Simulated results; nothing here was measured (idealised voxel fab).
Process module in this document: voxel self aligned vias
Cross-sectional view cut (width: 155 nm; square cell size: 5 nm).
Notation: cross-section as square-cell grid; stated in bands, top first, going down; one or more cell rows per band.
Heads up on the band format: heights come first, top then bottom, in nm. After that it's the materials left to right, each with its width in nm. A single material flagged "everywhere" fills the whole band edge to edge, and "air" means there's empty space there.
Ref level 0: as-received wafer is one material below here. Bottom band extends down with no lower bound ("0 and below").
It should be noted that a width expressed as "30..40" varies in equal increments from row to row of cells within the band, taking the value of the first number at the top row and that of the second number at the bottom row.
Any step labelled "no change" changed none of the cells in the cross-section.
The label "Trapped cavities" introduces a list of the empty spaces, 8 cells or larger, that have no open way up to the top; each entry in it reads width x height at distance, where the distance is taken from the left edge and all three are stated in nm.
Post-settings text on a step line: simulator's own remark regarding the step.
The line of a step may include "overlay nm". On a step with a mask, this value is how far to the right of its planned place the mask lay. A negative value means the mask lay to the left.
Below is the list of planned process steps:
step 1: RECEIVE: material Si
step 2: CONFORMAL_DEP: material SiO2, thk nm 10
step 3: CONFORMAL_DEP: material SiCN, thk nm 5
step 4: DIRECTIONAL_DEP: material lowk, thk nm 25
step 5: MASKED_ETCH: tone open, mask id LINES, width nm 20, pitch nm 45, etch materials lowk, depth nm 25, overlay nm 0
step 6: CONFORMAL_DEP: material TiN, thk nm 5
step 7: FILL_DEP: material W, thk nm 5
step 8: CMP: height nm 40
step 9: SELECTIVE_ETCH: etch materials W Ru TiN, depth nm 5
step 10: FILL_DEP: material SiN, thk nm 10
step 11: CMP: height nm 40
step 12: DIRECTIONAL_DEP: material lowk, thk nm 20
step 13: PATTERN: tone open, mask id VIAS, material resist, width nm 30, pitch nm 45, thk nm 15, overlay nm 0
step 14: DIRECTIONAL_ETCH: etch materials lowk, depth nm 20
step 15: DIRECTIONAL_ETCH: etch materials SiN, depth nm 5
step 16: STRIP: etch materials resist
step 17: CONFORMAL_DEP: material TiN, thk nm 5
step 18: FILL_DEP: material W, thk nm 10
step 19: CMP: height nm 60
step 20: CONFORMAL_DEP: material SiN, thk nm 5
Incoming wafer in cross-section (state: after step 1):
* 0 and below: Si everywhere
* Trapped cavities: none
First of two wafers, end-of-module section, run followed plan:
* 65 down to 60: SiN everywhere
* 60 down to 45: lowk 15 nm  TiN 5 nm  W 20 nm  TiN 5 nm  lowk 15 nm  TiN 5 nm  W 20 nm  TiN 5 nm  lowk 15 nm  TiN 5 nm  W 20 nm  TiN 5 nm  lowk 20 nm
* 45 down to 40: lowk 15 nm  TiN 10 nm  W 10 nm  TiN 10 nm  lowk 15 nm  TiN 10 nm  W 10 nm  TiN 10 nm  lowk 15 nm  TiN 10 nm  W 10 nm  TiN 10 nm  lowk 20 nm
* 40 down to 35: lowk 20 nm  TiN 20 nm  lowk 25 nm  TiN 20 nm  lowk 25 nm  TiN 20 nm  lowk 25 nm
* 35 down to 20: lowk 20 nm  TiN 5 nm  W 10 nm  TiN 5 nm  lowk 25 nm  TiN 5 nm  W 10 nm  TiN 5 nm  lowk 25 nm  TiN 5 nm  W 10 nm  TiN 5 nm  lowk 25 nm
* 20 down to 15: lowk 20 nm  TiN 20 nm  lowk 25 nm  TiN 20 nm  lowk 25 nm  TiN 20 nm  lowk 25 nm
* 15 down to 10: SiCN everywhere
* 10 down to 0: SiO2 everywhere
* 0 and below: Si everywhere
* Trapped cavities: none
End-of-module cross-section of the second wafer: identical starting point and process plan to the first, with one processing mistake:
* 65 down to 60: SiN everywhere
* 60 down to 45: lowk 15 nm  TiN 5 nm  W 20 nm  TiN 5 nm  lowk 15 nm  TiN 5 nm  W 20 nm  TiN 5 nm  lowk 15 nm  TiN 5 nm  W 20 nm  TiN 5 nm  lowk 20 nm
* 45 down to 40: lowk 15 nm  TiN 30 nm  lowk 15 nm  TiN 30 nm  lowk 15 nm  TiN 30 nm  lowk 20 nm
* 40 down to 35: SiCN everywhere
* 35 down to 10: lowk everywhere
* 10 down to 0: SiO2 everywhere
* 0 and below: Si everywhere
* Trapped cavities: none
Where did the run depart from the plan? note: step 3 <-> step 4, run order reversed vs plan
Counted in cells at the end, the second wafer holds more or fewer of these materials than the first: 36 fewer of TiN | 24 fewer of W | 60 more of lowk
